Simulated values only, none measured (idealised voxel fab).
process module | voxel air gaps
cross-section cut | 195 nm wide | cells 5 nm
A cross-section is a grid of square cells, given in bands from the top down. A band is one or more rows of cells.
Each band's line starts with the height of the band's top and of its bottom, in nm. Then come its materials from left to right, each with its width in nm. One material with "throughout" fills the band from edge to edge. "air" is empty space.
Height 0 is the level under which the wafer as received is all one material. The lowest band goes on downwards, as in "0 down".
A width such as "30 to 40" changes by the same amount from each row of cells to the next, from the band's top row to its bottom row.
"no change" after a step means that no cell of the cross-section changed.
closed voids: empty space of 8 cells or more with no open way to the top, each as width x height at its distance from the left edge, in nm
after a step's settings: what the simulator itself notes on the step
overlay nm, on a step with a mask: how far to the right of its planned place the mask lay; to the left if negative
plan
1 op RECEIVE | material Si
2 op CONFORMAL_DEP | material SiO2 | thk nm 15
3 op CONFORMAL_DEP | material SiN | thk nm 5
4 op DIRECTIONAL_DEP | material SiO2 | thk nm 40
5 op DIRECTIONAL_DEP | material aC | thk nm 15
6 op PATTERN | tone open | mask id LINES | material resist | width nm 15 | pitch nm 45 | thk nm 35 | overlay nm 0
7 op DIRECTIONAL_ETCH | etch materials aC | depth nm 15
8 op STRIP | etch materials resist
9 op DIRECTIONAL_ETCH | etch materials SiO2 | depth nm 40
10 op STRIP | etch materials aC
11 op CONFORMAL_DEP | material TiN | thk nm 5
12 op FILL_DEP | material W | thk nm 5
13 op CMP | height nm 60
14 op EPI | material Ru | thk nm 10
15 op SELECTIVE_ETCH | etch materials SiO2 | depth nm 50
16 op CONFORMAL_DEP | material SiN | thk nm 5
as received, after step 1
  0 down: Si throughout
  closed voids: none
a wafer at the end: this start, this plan, one mistake
  75 to 70: air 30 | SiN 135 | air 30
  70 to 60: air 30 | SiN 5 | Ru 35 | SiN 10 | Ru 35 | SiN 10 | Ru 35 | SiN 5 | air 30
  60 to 55: air 30 | SiN 15 | TiN 5 | aC 5 | TiN 5 | SiN 30 | TiN 5 | aC 5 | TiN 5 | SiN 30 | TiN 5 | aC 5 | TiN 5 | SiN 15 | air 30
  55 to 25: air 40 | SiN 5 | TiN 5 | aC 5 | TiN 5 | SiN 5 | air 20 | SiN 5 | TiN 5 | aC 5 | TiN 5 | SiN 5 | air 20 | SiN 5 | TiN 5 | aC 5 | TiN 5 | SiN 5 | air 40
  25 to 20: SiN 45 | TiN 15 | SiN 30 | TiN 15 | SiN 30 | TiN 15 | SiN 45
  20 to 15: SiN throughout
  15 to 0: SiO2 throughout
  0 down: Si throughout
  closed voids: 20 x 30 at 65; 20 x 30 at 110
what went wrong: step 12 ran as: op FILL_DEP | material aC | thk nm 5
